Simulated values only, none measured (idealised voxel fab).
Process module, titled voxel gate over fins
The cross-section shown here is cut; it is 275 nm wide and divided into square cells measuring 5 nm on a side.
A cross-section is a grid of square cells, given in bands from the top down. A band is one or more rows of cells.
Heights first: top, then bottom, in nm. Then materials, left to right, each with a width in nm. "edge to edge" on a single material: fills the band edge to edge. "empty": empty space.
Note: height 0 marks the level under which the wafer is uniformly one material as received. Lowest band unbounded below, written "0 down".
The width entry "30->40" should be interpreted row by row: the top row of cells in the band takes the first number, the bottom row takes the second number, and the change between adjacent rows is uniform throughout.
The designation "everything unchanged", where it is given for a processing step, indicates that no cell of the cross-section was altered in the course of that step.
So "Encapsulated voids" is basically the list of trapped voids: any empty space of 8 cells or more that can't reach the top through an opening. They're written width x height at distance, the distance being from the left edge, and it's all nm.
Where a step's line continues beyond its settings, the continuation is a remark by the simulator itself on that step.
When a step includes a mask, the "overlay nm" setting on its line states how far to the right of its planned place that mask lay, and negative values state how far to the left.
**The steps planned for the process are as follows**
- 1: RECEIVE (material Si)
- 2: CONFORMAL_DEP (material SiN; thk nm 10)
- 3: PATTERN (tone cover; mask id FINS; material resist; width nm 15; pitch nm 60; thk nm 15; overlay nm 0)
- 4: DIRECTIONAL_ETCH (etch materials SiN; depth nm 10)
- 5: DIRECTIONAL_ETCH (etch materials Si; depth nm 30)
- 6: STRIP (etch materials resist)
- 7: OXIDIZE (depth nm 5)
- 8: FILL_DEP (material SiO2; thk nm 5)
- 9: CMP (height nm 10)
- 10: MASKED_ETCH (tone open; mask id RAIL; width nm 15; etch materials SiO2; depth nm 35; overlay nm 0)
- 11: CONFORMAL_DEP (material TiN; thk nm 5)
- 12: FILL_DEP (material W; thk nm 5)
- 13: CMP (height nm 10)
- 14: SELECTIVE_ETCH (etch materials W Ru TiN; depth nm 30)
- 15: FILL_DEP (material SiO2; thk nm 5)
- 16: CMP (height nm 10)
- 17: SELECTIVE_ETCH (etch materials SiO2; depth nm 25)
- 18: STRIP (etch materials SiN)
- 19: CONFORMAL_DEP (material HfO2; thk nm 5)
- 20: CONFORMAL_DEP (material TiN; thk nm 5)
- 21: CONFORMAL_DEP (material TiAl; thk nm 5)
- 22: CONFORMAL_DEP (material TiN; thk nm 5)
- 23: FILL_DEP (material W; thk nm 15)
- 24: CMP (height nm 30)
- 25: CONFORMAL_DEP (material SiCN; thk nm 5)
**Incoming wafer in cross-section (state: after step 1)**
- 0 down  Si edge to edge
- Encapsulated voids: none
**First of two wafers, end-of-module section, run followed plan**
- 35 to 30  SiCN edge to edge
- 30 to 20  W edge to edge
- 20 to 15  55 of W  45 of TiN  15 of W  45 of TiN  15 of W  45 of TiN  55 of W
- 15 to 10  55 of W  5 of TiN  35 of TiAl  5 of TiN  15 of W  5 of TiN  35 of TiAl  5 of TiN  15 of W  5 of TiN  35 of TiAl  5 of TiN  55 of W
- 10 to 5  55 of W  5 of TiN  5 of TiAl  25 of TiN  5 of TiAl  5 of TiN  15 of W  5 of TiN  5 of TiAl  25 of TiN  5 of TiAl  5 of TiN  15 of W  5 of TiN  5 of TiAl  25 of TiN  5 of TiAl  5 of TiN  55 of W
- 5 to 0  60 of TiN  5 of TiAl  5 of TiN  15 of HfO2  5 of TiN  5 of TiAl  25 of TiN  5 of TiAl  5 of TiN  15 of HfO2  5 of TiN  5 of TiAl  25 of TiN  5 of TiAl  5 of TiN  15 of HfO2  5 of TiN  5 of TiAl  60 of TiN
- 0 to -5  65 of TiAl  5 of TiN  5 of HfO2  5 of Si  5 of HfO2  5 of TiN  35 of TiAl  5 of TiN  5 of HfO2  5 of Si  5 of HfO2  5 of TiN  35 of TiAl  5 of TiN  5 of HfO2  5 of Si  5 of HfO2  5 of TiN  65 of TiAl
- -5 to -10  70 of TiN  5 of HfO2  5 of Si  5 of HfO2  45 of TiN  5 of HfO2  5 of Si  5 of HfO2  45 of TiN  5 of HfO2  5 of Si  5 of HfO2  70 of TiN
- -10 to -15  75 of HfO2  5 of Si  55 of HfO2  5 of Si  55 of HfO2  5 of Si  75 of HfO2
- -15 to -20  75 of SiO2  5 of Si  55 of SiO2  5 of Si  55 of SiO2  5 of Si  75 of SiO2
- -20 to -25  75 of SiO2  5 of Si  20 of SiO2  15 of TiN  20 of SiO2  5 of Si  55 of SiO2  5 of Si  75 of SiO2
- -25 to -35  75 of SiO2  5 of Si  55 of SiO2  5 of Si  55 of SiO2  5 of Si  75 of SiO2
- -35 down  Si edge to edge
- Encapsulated voids: none
**What the second wafer looks like in cross-section once the module is done. Its start and its plan matched the first wafer's exactly; what differed was one mistake in how it was run**
- 35 to 30  SiCN edge to edge
- 30 to 20  W edge to edge
- 20 to 15  55 of W  45 of TiN  15 of W  45 of TiN  15 of W  45 of TiN  55 of W
- 15 to 10  55 of W  5 of TiN  35 of TiAl  5 of TiN  15 of W  5 of TiN  35 of TiAl  5 of TiN  15 of W  5 of TiN  35 of TiAl  5 of TiN  55 of W
- 10 to 5  55 of W  5 of TiN  5 of TiAl  25 of TiN  5 of TiAl  5 of TiN  15 of W  5 of TiN  5 of TiAl  25 of TiN  5 of TiAl  5 of TiN  15 of W  5 of TiN  5 of TiAl  25 of TiN  5 of TiAl  5 of TiN  55 of W
- 5 to 0  60 of TiN  5 of TiAl  5 of TiN  15 of HfO2  5 of TiN  5 of TiAl  25 of TiN  5 of TiAl  5 of TiN  15 of HfO2  5 of TiN  5 of TiAl  25 of TiN  5 of TiAl  5 of TiN  15 of HfO2  5 of TiN  5 of TiAl  60 of TiN
- 0 to -5  65 of TiAl  5 of TiN  5 of HfO2  5 of Si  5 of HfO2  5 of TiN  35 of TiAl  5 of TiN  5 of HfO2  5 of Si  5 of HfO2  5 of TiN  35 of TiAl  5 of TiN  5 of HfO2  5 of Si  5 of HfO2  5 of TiN  65 of TiAl
- -5 to -10  70 of TiN  5 of HfO2  5 of Si  5 of HfO2  45 of TiN  5 of HfO2  5 of Si  5 of HfO2  45 of TiN  5 of HfO2  5 of Si  5 of HfO2  70 of TiN
- -10 to -15  75 of HfO2  5 of Si  55 of HfO2  5 of Si  55 of HfO2  5 of Si  75 of HfO2
- -15 to -20  75 of SiO2  5 of Si  55 of SiO2  5 of Si  55 of SiO2  5 of Si  75 of SiO2
- -20 to -25  75 of SiO2  5 of Si  20 of SiO2  15 of TiN  20 of SiO2  5 of Si  55 of SiO2  5 of Si  75 of SiO2
- -25 to -65  75 of SiO2  5 of Si  55 of SiO2  5 of Si  55 of SiO2  5 of Si  75 of SiO2
- -65 down  Si edge to edge
- Encapsulated voids: none
Short version of what went wrong: the plan's step 5 ran twice
at the end the second wafer has, in cells: 312 fewer of Si; 312 more of SiO2
